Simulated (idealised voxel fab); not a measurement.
process module | voxel spacer lines
cross-section cut | 185 nm wide | cells 5 nm
A cross-section is a grid of square cells, given in bands from the top down. A band is one or more rows of cells.
Each band's line starts with the height of the band's top and of its bottom, in nm. Then come its materials from left to right, each with its width in nm. One material with "throughout" fills the band from edge to edge. "air" is empty space.
Height 0 is the level under which the wafer as received is all one material. The lowest band goes on downwards, as in "0 down".
A width such as "30 to 40" changes by the same amount from each row of cells to the next, from the band's top row to its bottom row.
"no change" after a step means that no cell of the cross-section changed.
closed voids: empty space of 8 cells or more with no open way to the top, each as width x height at its distance from the left edge, in nm
after a step's settings: what the simulator itself notes on the step
overlay nm, on a step with a mask: how far to the right of its planned place the mask lay; to the left if negative
plan
1 op RECEIVE | material Si
2 op CONFORMAL_DEP | material Al2O3 | thk nm 10
3 op DIRECTIONAL_DEP | material W | thk nm 10
4 op DIRECTIONAL_DEP | material polySi | thk nm 25
5 op PATTERN | tone cover | mask id MANDREL | material resist | width nm 15 | pitch nm 50 | thk nm 30 | overlay nm 0
6 op DIRECTIONAL_ETCH | etch materials polySi | depth nm 25
7 op STRIP | etch materials resist
8 op CONFORMAL_DEP | material SiO2 | thk nm 10
9 op DIRECTIONAL_ETCH | etch materials SiO2 | depth nm 10
10 op STRIP | etch materials polySi
11 op DIRECTIONAL_ETCH | etch materials W | depth nm 10
12 op STRIP | etch materials SiO2
13 op FILL_DEP | material lowk | thk nm 10
14 op CMP | height nm 20
as received, after step 1
  0 down: Si throughout
  closed voids: none
first wafer at the end, as planned
  20 to 10: lowk 50 | W 10 | lowk 15 | W 10 | lowk 15 | W 10 | lowk 15 | W 10 | lowk 50
  10 to 0: Al2O3 throughout
  0 down: Si throughout
  closed voids: none
second wafer at the end: like start, like plan, one mistake
  20 to 10: lowk throughout
  10 to 0: lowk 50 | W 10 | lowk 15 | W 10 | lowk 15 | W 10 | lowk 15 | W 10 | lowk 50
  0 down: Si throughout
  closed voids: none
what went wrong: step 2 was left out
at the end the second wafer has, in cells: 74 fewer of Al2O3 | 74 more of lowk
